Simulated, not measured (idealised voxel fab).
The following process module bears the name voxel wiring stack.
Pictured: cross-section cut, 280 nm wide, on a grid of 5 nm square cells.
Just so we're on the same page, the cross-sections are grids of square cells, and they're listed out in bands top to bottom, each band one or more rows deep. Heads up on the band format: heights come first, top then bottom, in nm. After that it's the materials left to right, each with its width in nm. A single material flagged "everywhere" fills the whole band edge to edge, and "empty" means there's empty space there. Heights are expressed relative to 0, this being the level below which the as-received wafer comprises one material exclusively. The lowest band is unbounded in the downward direction and is denoted as in "0 nm and below". The notation "30 to 40" denotes a width that varies across the rows of cells in the band, beginning at the first number in the top row, finishing at the second number in the bottom row, and changing by an identical amount from each row to the next. Basically "identical to before" means that step didn't change any cell in the cross-section. Look at "Internal closed voids" for the closed voids: empty spaces with no open path to the top, sized 8 cells or up. Each is width x height at distance, distance from the left edge, all nm. Anything after a step's settings on that line? It's the simulator's own note about the step. The "overlay nm" setting may appear on a step's line; for a step that uses a mask, it gives how far to the right of its planned position the mask lay, and a negative value indicates the left.
[These are the steps we planned for the process]
1: RECEIVE | material Si
2: CONFORMAL_DEP | material SiO2 | thk nm 10
3: CONFORMAL_DEP | material SiCN | thk nm 5
4: DIRECTIONAL_DEP | material lowk | thk nm 25
5: DIRECTIONAL_DEP | material aC | thk nm 10
6: PATTERN | tone open | mask id METAL_1 | material resist | width nm 30 | pitch nm 45 | thk nm 30 | overlay nm 0
7: DIRECTIONAL_ETCH | etch materials aC | depth nm 10
8: STRIP | etch materials resist
9: DIRECTIONAL_ETCH | etch materials lowk | depth nm 25
10: DIRECTIONAL_ETCH | etch materials SiCN | depth nm 5
11: STRIP | etch materials aC
12: CONFORMAL_DEP | material TiN | thk nm 5
13: FILL_DEP | material W | thk nm 5
14: CMP | height nm 40
15: CONFORMAL_DEP | material SiCN | thk nm 5
16: DIRECTIONAL_DEP | material SiO2 | thk nm 25
17: DIRECTIONAL_DEP | material aC | thk nm 15
18: PATTERN | tone open | mask id METAL_2_HOLES | material resist | width nm 15 | thk nm 30 | overlay nm 0
19: DIRECTIONAL_ETCH | etch materials aC | depth nm 15
20: STRIP | etch materials resist
21: DIRECTIONAL_ETCH | etch materials SiO2 | depth nm 25
22: STRIP | etch materials aC
23: PATTERN | tone open | mask id METAL_2 | material resist | width nm 30 | pitch nm 45 | thk nm 20 | overlay nm 0
24: DIRECTIONAL_ETCH | etch materials SiO2 | depth nm 15
25: DIRECTIONAL_ETCH | etch materials SiCN | depth nm 5
26: STRIP | etch materials resist
27: CONFORMAL_DEP | material TiN | thk nm 5
28: FILL_DEP | material Cu | thk nm 10
29: CMP | height nm 70
30: CONFORMAL_DEP | material SiCN | thk nm 5
31: DIRECTIONAL_DEP | material SiO2 | thk nm 15
32: MASKED_ETCH | tone open | mask id PLUG_2 | width nm 15 | pitch nm 45 | etch materials SiO2 | depth nm 15 | overlay nm 0
33: MASKED_ETCH | tone open | mask id PLUG_2 | width nm 15 | pitch nm 45 | etch materials SiCN | depth nm 5 | overlay nm 0
34: EPI | material Ru | thk nm 10
35: EPI | material Ru | thk nm 10
36: DIRECTIONAL_DEP | material TiN | thk nm 5
37: DIRECTIONAL_DEP | material W | thk nm 20
38: PATTERN | tone cover | mask id METAL_3 | material resist | width nm 30 | pitch nm 45 | thk nm 15 | overlay nm 0
39: DIRECTIONAL_ETCH | etch materials W | depth nm 20
40: DIRECTIONAL_ETCH | etch materials TiN | depth nm 5
41: STRIP | etch materials resist
42: CONFORMAL_DEP | material SiCN | thk nm 5
43: FILL_DEP | material SiO2 | thk nm 5
44: CMP | height nm 115
45: CONFORMAL_DEP | material SiCN | thk nm 5
46: DIRECTIONAL_DEP | material SiO2 | thk nm 10
47: DIRECTIONAL_DEP | material aC | thk nm 15
48: PATTERN | tone open | mask id PLUG_3 | material resist | width nm 15 | thk nm 35 | overlay nm 0
49: DIRECTIONAL_ETCH | etch materials aC | depth nm 15
50: STRIP | etch materials resist
51: DIRECTIONAL_ETCH | etch materials SiO2 | depth nm 10
52: DIRECTIONAL_ETCH | etch materials SiCN | depth nm 5
53: STRIP | etch materials aC
54: CONFORMAL_DEP | material TiN | thk nm 5
55: FILL_DEP | material Ru | thk nm 10
56: CMP | height nm 130
57: CONFORMAL_DEP | material SiN | thk nm 5
58: DIRECTIONAL_DEP | material SiO2 | thk nm 25
59: DIRECTIONAL_DEP | material aC | thk nm 10
60: PATTERN | tone open | mask id METAL_4 | material resist | width nm 30 | pitch nm 45 | thk nm 25 | overlay nm 0
61: DIRECTIONAL_ETCH | etch materials aC | depth nm 10
62: STRIP | etch materials resist
63: DIRECTIONAL_ETCH | etch materials SiO2 | depth nm 25
64: DIRECTIONAL_ETCH | etch materials SiN | depth nm 5
65: STRIP | etch materials aC
66: CONFORMAL_DEP | material TiN | thk nm 5
67: FILL_DEP | material Cu | thk nm 5
68: CMP | height nm 160
69: CONFORMAL_DEP | material SiN | thk nm 5
Wafers differ in thk nm at step 15; plan lists the first wafer's value; identical starting state.
[The first of several wafers in cross-section, exactly as it reached us after step 1]
> 0 nm and below: Si everywhere
> Internal closed voids: none
[The rows of the table below are wafers. Looking at the end of the module, a row counts, for every material, the cells the wafer has gained, shown as (+), or lost, shown as (-), since it was received; its closed voids come next]
thk nm 5, +59 Cu, +26 Ru, +260 SiCN, +100 SiN, +986 SiO2, +109 TiN, +88 W, +220 lowk, Internal closed voids: none
thk nm 10, +51 Cu, +26 Ru, +316 SiCN, +100 SiN, +942 SiO2, +105 TiN, +88 W, +220 lowk, Internal closed voids: none
thk nm 15, +43 Cu, +26 Ru, +372 SiCN, +100 SiN, +898 SiO2, +101 TiN, +88 W, +220 lowk, Internal closed voids: none
thk nm 20, +42 Cu, +14 Ru, +431 SiCN, +100 SiN, +863 SiO2, +90 TiN, +88 W, +220 lowk, Internal closed voids: none
